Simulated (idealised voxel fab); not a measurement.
process module | voxel ribs on slabs
cross-section cut | 250 nm wide | cells 5 nm
A cross-section is a grid of square cells, given in bands from the top down. A band is one or more rows of cells.
Each band's line starts with the height of the band's top and of its bottom, in nm. Then come its materials from left to right, each with its width in nm. One material with "throughout" fills the band from edge to edge. "air" is empty space.
Height 0 is the level under which the wafer as received is all one material. The lowest band goes on downwards, as in "0 down".
A width such as "30 to 40" changes by the same amount from each row of cells to the next, from the band's top row to its bottom row.
"no change" after a step means that no cell of the cross-section changed.
closed voids: empty space of 8 cells or more with no open way to the top, each as width x height at its distance from the left edge, in nm
after a step's settings: what the simulator itself notes on the step
overlay nm, on a step with a mask: how far to the right of its planned place the mask lay; to the left if negative
plan
1 op RECEIVE | material Si
2 op DIRECTIONAL_DEP | material SiO2 | thk nm 25
3 op DIRECTIONAL_DEP | material polySi | thk nm 15
4 op PATTERN | tone cover | mask id RIB | material resist | width nm 30 | thk nm 20 | overlay nm 0
5 op DIRECTIONAL_ETCH | etch materials polySi | depth nm 10
6 op STRIP | etch materials resist
7 op MASKED_ETCH | tone cover | mask id SLAB | width nm 90 | etch materials polySi | depth nm 5 | overlay nm 0
8 op FILL_DEP | material SiO2 | thk nm 25
9 op CMP | height nm 60
10 op DIRECTIONAL_DEP | material TiN | thk nm 5
11 op MASKED_ETCH | tone cover | mask id HEATER | width nm 40 | etch materials TiN | depth nm 5 | overlay nm 0
12 op CONFORMAL_DEP | material SiO2 | thk nm 10
as received, after step 1
  0 down: Si throughout
  closed voids: none
first wafer at the end, as planned
  75 to 70: air 95 | SiO2 60 | air 95
  70 to 65: SiO2 throughout
  65 to 60: SiO2 105 | TiN 40 | SiO2 105
  60 to 40: SiO2 throughout
  40 to 30: SiO2 110 | polySi 30 | SiO2 110
  30 to 25: SiO2 80 | polySi 90 | SiO2 80
  25 to 0: SiO2 throughout
  0 down: Si throughout
  closed voids: none
second wafer at the end: like start, like plan, one mistake
  65 to 60: air 105 | TiN 40 | air 105
  60 to 40: SiO2 throughout
  40 to 30: SiO2 110 | polySi 30 | SiO2 110
  30 to 25: SiO2 80 | polySi 90 | SiO2 80
  25 to 0: SiO2 throughout
  0 down: Si throughout
  closed voids: none
what went wrong: step 12 was left out
at the end the second wafer has, in cells: 104 fewer of SiO2
